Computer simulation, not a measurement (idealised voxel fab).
process module | voxel transistor to metal
cross-section cut | 260 nm wide | cells 5 nm
A cross-section is a grid of square cells, given in bands from the top down. A band is one or more rows of cells.
Each band's line starts with the height of the band's top and of its bottom, in nm. Then come its materials from left to right, each with its width in nm. One material with "throughout" fills the band from edge to edge. "air" is empty space.
Height 0 is the level under which the wafer as received is all one material. The lowest band goes on downwards, as in "0 down".
A width such as "30 to 40" changes by the same amount from each row of cells to the next, from the band's top row to its bottom row.
"no change" after a step means that no cell of the cross-section changed.
closed voids: empty space of 8 cells or more with no open way to the top, each as width x height at its distance from the left edge, in nm
after a step's settings: what the simulator itself notes on the step
overlay nm, on a step with a mask: how far to the right of its planned place the mask lay; to the left if negative
plan
1 op RECEIVE | material Si
2 op OXIDIZE | depth nm 5
3 op CONFORMAL_DEP | material SiN | thk nm 15
4 op DIRECTIONAL_DEP | material aC | thk nm 10
5 op PATTERN | tone cover | mask id ACTIVE | material resist | width nm 100 | pitch nm 125 | thk nm 30 | overlay nm 0
6 op DIRECTIONAL_ETCH | etch materials aC | depth nm 10
7 op STRIP | etch materials resist
8 op DIRECTIONAL_ETCH | etch materials SiN | depth nm 15
9 op DIRECTIONAL_ETCH | etch materials SiO2 | depth nm 5
10 op DIRECTIONAL_ETCH | etch materials Si | depth nm 25
11 op STRIP | etch materials aC
12 op OXIDIZE | depth nm 5
13 op FILL_DEP | material SiO2 | thk nm 5
14 op CMP | height nm 15
15 op SELECTIVE_ETCH | etch materials SiO2 | depth nm 10
16 op STRIP | etch materials SiN
17 op SELECTIVE_ETCH | etch materials SiO2 | depth nm 5
18 op OXIDIZE | depth nm 5
19 op DIRECTIONAL_DEP | material polySi | thk nm 20
20 op DIRECTIONAL_DEP | material SiCN | thk nm 10
21 op DIRECTIONAL_DEP | material aC | thk nm 15
22 op PATTERN | tone cover | mask id GATE | material resist | width nm 20 | pitch nm 125 | thk nm 30 | overlay nm 0
23 op DIRECTIONAL_ETCH | etch materials aC | depth nm 15
24 op STRIP | etch materials resist
25 op DIRECTIONAL_ETCH | etch materials SiCN | depth nm 20
26 op DIRECTIONAL_ETCH | etch materials polySi | depth nm 30
27 op STRIP | etch materials aC
28 op CONFORMAL_DEP | material SiO2 | thk nm 5
29 op DIRECTIONAL_ETCH | etch materials SiO2 | depth nm 5
30 op CONFORMAL_DEP | material SiN | thk nm 5
31 op DIRECTIONAL_ETCH | etch materials SiN | depth nm 5
32 op DIRECTIONAL_ETCH | etch materials SiO2 | depth nm 5
33 op DIRECTIONAL_ETCH | etch materials Si | depth nm 15
34 op EPI | material nSi | thk nm 20
35 op FILL_DEP | material SiO2 | thk nm 10
36 op CMP | height nm 25
37 op DIRECTIONAL_DEP | material SiO2 | thk nm 10
38 op DIRECTIONAL_DEP | material aC | thk nm 10
39 op PATTERN | tone open | mask id CONTACT | material resist | width nm 20 | thk nm 30 | overlay nm 0
40 op DIRECTIONAL_ETCH | etch materials aC | depth nm 10
41 op STRIP | etch materials resist
42 op DIRECTIONAL_ETCH | etch materials SiO2 | depth nm 40
43 op STRIP | etch materials aC
44 op CONFORMAL_DEP | material TiN | thk nm 5
45 op FILL_DEP | material W | thk nm 5
46 op CMP | height nm 35
47 op DIRECTIONAL_DEP | material TiN | thk nm 5
48 op DIRECTIONAL_DEP | material W | thk nm 25
49 op MASKED_ETCH | tone cover | mask id METAL_1 | width nm 20 | etch materials W | depth nm 25 | overlay nm 0
50 op MASKED_ETCH | tone cover | mask id METAL_1 | width nm 20 | etch materials TiN | depth nm 5 | overlay nm 0
51 op FILL_DEP | material SiO2 | thk nm 10
52 op CMP | height nm 65
53 op CONFORMAL_DEP | material SiCN | thk nm 5
as received, after step 1
  0 down: Si throughout
  closed voids: none
a wafer at the end: this start, this plan, one mistake
  70 to 65: SiCN throughout
  65 to 60: SiO2 20 | TiN 20 | SiO2 50 | TiN 20 | SiO2 35 | TiN 20 | SiO2 50 | TiN 20 | SiO2 25
  60 to 35: W throughout
  35 to 25: SiO2 20 | TiN 5 | W 10 | TiN 5 | SiO2 50 | TiN 5 | W 10 | TiN 5 | SiO2 35 | TiN 5 | W 10 | TiN 5 | SiO2 50 | TiN 5 | W 10 | TiN 5 | SiO2 25
  25 to 15: SiO2 20 | TiN 5 | W 10 | TiN 5 | SiO2 5 | SiN 5 | SiO2 5 | SiCN 20 | SiO2 5 | SiN 5 | SiO2 5 | TiN 5 | W 10 | TiN 5 | SiO2 35 | TiN 5 | W 10 | TiN 5 | SiO2 5 | SiN 5 | SiO2 5 | SiCN 20 | SiO2 5 | SiN 5 | SiO2 5 | TiN 5 | W 10 | TiN 5 | SiO2 25
  15 to 10: SiO2 20 | TiN 20 | SiO2 5 | SiN 5 | SiO2 5 | polySi 20 | SiO2 5 | SiN 5 | SiO2 5 | TiN 20 | SiO2 35 | TiN 20 | SiO2 5 | SiN 5 | SiO2 5 | polySi 20 | SiO2 5 | SiN 5 | SiO2 5 | TiN 20 | SiO2 25
  10 to 0: SiO2 20 | TiN 5 | nSi 20 | SiN 5 | SiO2 5 | polySi 20 | SiO2 5 | SiN 5 | nSi 20 | TiN 5 | SiO2 35 | TiN 5 | nSi 20 | SiN 5 | SiO2 5 | polySi 20 | SiO2 5 | SiN 5 | nSi 20 | TiN 5 | SiO2 25
  0 to -5: SiO2 15 | SiN 5 | TiN 5 | nSi 20 | SiN 5 | SiO2 5 | polySi 20 | SiO2 5 | SiN 5 | nSi 20 | TiN 5 | SiN 5 | SiO2 25 | SiN 5 | TiN 5 | nSi 20 | SiN 5 | SiO2 5 | polySi 20 | SiO2 5 | SiN 5 | nSi 20 | TiN 5 | SiN 5 | SiO2 20
  -5 to -10: SiO2 20 | nSi 25 | SiO2 40 | nSi 25 | SiO2 35 | nSi 25 | SiO2 40 | nSi 25 | SiO2 25
  -10 to -25: SiO2 20 | nSi 25 | Si 40 | nSi 25 | SiO2 35 | nSi 25 | Si 40 | nSi 25 | SiO2 25
  -25 to -35: SiO2 20 | Si 90 | SiO2 35 | Si 90 | SiO2 25
  -35 down: Si throughout
  closed voids: none
what went wrong: steps 47 and 48 were swapped
